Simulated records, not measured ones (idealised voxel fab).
process module | voxel fin reveal
cross-section cut | 215 nm wide | cells 5 nm
A cross-section is a grid of square cells, given in bands from the top down. A band is one or more rows of cells.
Each band's line starts with the height of the band's top and of its bottom, in nm. Then come its materials from left to right, each with its width in nm. One material with "throughout" fills the band from edge to edge. "air" is empty space.
Height 0 is the level under which the wafer as received is all one material. The lowest band goes on downwards, as in "0 down".
A width such as "30 to 40" changes by the same amount from each row of cells to the next, from the band's top row to its bottom row.
"no change" after a step means that no cell of the cross-section changed.
closed voids: empty space of 8 cells or more with no open way to the top, each as width x height at its distance from the left edge, in nm
after a step's settings: what the simulator itself notes on the step
overlay nm, on a step with a mask: how far to the right of its planned place the mask lay; to the left if negative
plan
1 op RECEIVE | material Si
2 op CONFORMAL_DEP | material SiN | thk nm 5
3 op PATTERN | tone cover | mask id FINS | material resist | width nm 15 | pitch nm 45 | thk nm 15 | overlay nm 0
4 op DIRECTIONAL_ETCH | etch materials SiN | depth nm 5
5 op DIRECTIONAL_ETCH | etch materials Si | depth nm 30
6 op STRIP | etch materials resist
7 op FILL_DEP | material SiO2 | thk nm 10
8 op CMP | height nm 5
9 op SELECTIVE_ETCH | etch materials SiO2 | depth nm 20
10 op STRIP | etch materials SiN
as received, after step 1
  0 down: Si throughout
  closed voids: none
first wafer at the end, as planned
  0 to -15: air 75 | Si 15 | air 30 | Si 15 | air 80
  -15 to -30: SiO2 75 | Si 15 | SiO2 30 | Si 15 | SiO2 80
  -30 down: Si throughout
  closed voids: none
second wafer at the end: like start, like plan, one mistake
  0 to -15: air 75 | Si 15 | air 30 | Si 15 | air 80
  -15 to -20: SiO2 55 | air 20 | Si 15 | air 30 | Si 15 | air 20 | SiO2 60
  -20 to -30: SiO2 75 | Si 15 | SiO2 30 | Si 15 | SiO2 80
  -30 down: Si throughout
  closed voids: none
what went wrong: steps 9 and 10 were swapped
at the end the second wafer has, in cells: 14 fewer of SiO2
